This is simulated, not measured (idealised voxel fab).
Title: Process Module voxel tone inversion
Square cells of 5 nm make up the cross-section cut, whose width is 145 nm.
When this document writes out a cross-section, it uses a grid of square cells and lists it as bands, beginning at the top and moving down, with a band standing for one or more rows of cells.
Top height, bottom height, nm. Materials left to right, width each, nm. Single material + "full width" = fills band edge to edge. "air" = empty.
Heights are reckoned from 0. Under this level, the received wafer is all of one material. The bottommost band is open-ended downward, for example "0 nm and below".
Width: "30..40" (first number = top row, second number = bottom row, same change from row to row of cells).
"nothing changed" after a step means that no cell of the cross-section changed.
Empty spaces counting at least 8 cells and having no open way to the top are listed in "Closed void roster". The notation width x height at distance is used for each, the distance being from the left edge and all three values in nm.
after a step's settings: what the simulator itself notes on the step
When a step includes a mask, the "overlay nm" setting on its line states how far to the right of its planned place that mask lay, and negative values state how far to the left.

This section lists the process steps that were planned
1: RECEIVE [material Si]
2: CONFORMAL_DEP [material SiN] [thk nm 5]
3: DIRECTIONAL_DEP [material aC] [thk nm 25]
4: PATTERN [tone cover] [mask id POSTS] [material resist] [width nm 15] [pitch nm 35] [thk nm 30] [overlay nm 0]
5: DIRECTIONAL_ETCH [etch materials aC] [depth nm 25]
6: STRIP [etch materials resist]
7: FILL_DEP [material lowk] [thk nm 5]
8: CMP [height nm 30]
9: STRIP [etch materials aC]
10: CONFORMAL_DEP [material TiN] [thk nm 5]
11: FILL_DEP [material W] [thk nm 5]
12: CMP [height nm 30]
13: CONFORMAL_DEP [material SiN] [thk nm 5]

The following pertains to the first of two wafers, which was processed as planned

As-received wafer cross-section (after step 1)
    0 nm and below | Si full width
    Closed void roster: none

Take a look at the wafer's cross-section after step 2
    5 nm to 0 nm | SiN full width
    All layers under 0 are left as they were.

Take a look at the wafer's cross-section after step 3
    30 nm to 5 nm | aC full width
    All layers under 5 are left as they were.

Take a look at the wafer's cross-section after step 4
    60 nm to 30 nm | air (30)  resist (15)  air (20)  resist (15)  air (20)  resist (15)  air (30)
    All layers under 30 are left as they were.

Take a look at the wafer's cross-section after step 5
    35 nm to 30 nm | air (30)  resist (15)  air (20)  resist (15)  air (20)  resist (15)  air (30)
    30 nm to 5 nm | air (30)  aC (15)  air (20)  aC (15)  air (20)  aC (15)  air (30)
    All layers under 5 are left as they were.

Take a look at the wafer's cross-section after step 6
    30 nm to 5 nm | air (30)  aC (15)  air (20)  aC (15)  air (20)  aC (15)  air (30)
    All layers under 5 are left as they were.

Take a look at the wafer's cross-section after step 7
    35 nm to 30 nm | lowk full width
    30 nm to 5 nm | lowk (30)  aC (15)  lowk (20)  aC (15)  lowk (20)  aC (15)  lowk (30)
    All layers under 5 are left as they were.

Take a look at the wafer's cross-section after step 8
    30 nm to 5 nm | lowk (30)  aC (15)  lowk (20)  aC (15)  lowk (20)  aC (15)  lowk (30)
    All layers under 5 are left as they were.

Take a look at the wafer's cross-section after step 9
    30 nm to 5 nm | lowk (30)  air (15)  lowk (20)  air (15)  lowk (20)  air (15)  lowk (30)
    All layers under 5 are left as they were.

Take a look at the wafer's cross-section after step 10
    35 nm to 30 nm | TiN (35)  air (5)  TiN (30)  air (5)  TiN (30)  air (5)  TiN (35)
    30 nm to 10 nm | lowk (30)  TiN (5)  air (5)  TiN (5)  lowk (20)  TiN (5)  air (5)  TiN (5)  lowk (20)  TiN (5)  air (5)  TiN (5)  lowk (30)
    10 nm to 5 nm | lowk (30)  TiN (15)  lowk (20)  TiN (15)  lowk (20)  TiN (15)  lowk (30)
    All layers under 5 are left as they were.

Take a look at the wafer's cross-section after step 11
    40 nm to 35 nm | W full width
    35 nm to 30 nm | TiN (35)  W (5)  TiN (30)  W (5)  TiN (30)  W (5)  TiN (35)
    30 nm to 10 nm | lowk (30)  TiN (5)  W (5)  TiN (5)  lowk (20)  TiN (5)  W (5)  TiN (5)  lowk (20)  TiN (5)  W (5)  TiN (5)  lowk (30)
    All layers under 10 are left as they were.

Take a look at the wafer's cross-section after step 12
    30 nm to 10 nm | lowk (30)  TiN (5)  W (5)  TiN (5)  lowk (20)  TiN (5)  W (5)  TiN (5)  lowk (20)  TiN (5)  W (5)  TiN (5)  lowk (30)
    All layers under 10 are left as they were.

Take a look at the wafer's cross-section after step 13
    35 nm to 30 nm | SiN full width
    All layers under 30 are left as they were.

Second wafer, same starting state and plan as the first, one mistake in the run, identical through step 1

Second wafer, section view, time point: scheduled end of step 2: nothing changed

Second wafer, section view, time point: scheduled end of step 3
    25 nm to 0 nm | aC full width
    All layers under 0 are left as they were.

Second wafer, section view, time point: scheduled end of step 4
    55 nm to 25 nm | air (30)  resist (15)  air (20)  resist (15)  air (20)  resist (15)  air (30)
    All layers under 25 are left as they were.

Second wafer, section view, time point: scheduled end of step 5
    30 nm to 25 nm | air (30)  resist (15)  air (20)  resist (15)  air (20)  resist (15)  air (30)
    25 nm to 0 nm | air (30)  aC (15)  air (20)  aC (15)  air (20)  aC (15)  air (30)
    All layers under 0 are left as they were.

Second wafer, section view, time point: scheduled end of step 6
    25 nm to 0 nm | air (30)  aC (15)  air (20)  aC (15)  air (20)  aC (15)  air (30)
    All layers under 0 are left as they were.

Second wafer, section view, time point: scheduled end of step 7
    30 nm to 25 nm | lowk full width
    25 nm to 0 nm | lowk (30)  aC (15)  lowk (20)  aC (15)  lowk (20)  aC (15)  lowk (30)
    All layers under 0 are left as they were.

Second wafer, section view, time point: scheduled end of step 8: nothing changed

Second wafer, section view, time point: scheduled end of step 9: nothing changed

Second wafer, section view, time point: scheduled end of step 10
    35 nm to 30 nm | TiN full width
    All layers under 30 are left as they were.

Second wafer, section view, time point: scheduled end of step 11
    40 nm to 35 nm | W full width
    All layers under 35 are left as they were.

Second wafer, section view, time point: scheduled end of step 12
    30 nm to 25 nm | lowk full width
    All layers under 25 are left as they were.

Second wafer, section view, time point: scheduled end of step 13
    35 nm to 30 nm | SiN full width
    All layers under 30 are left as they were.
Heads up, the wafer didn't run the way we planned it: no execution of plan step 2; skipped
The second wafer ends with more or fewer cells of some materials than the first, per final count: -29 SiN; -33 TiN; -12 W; +45 aC; +29 lowk
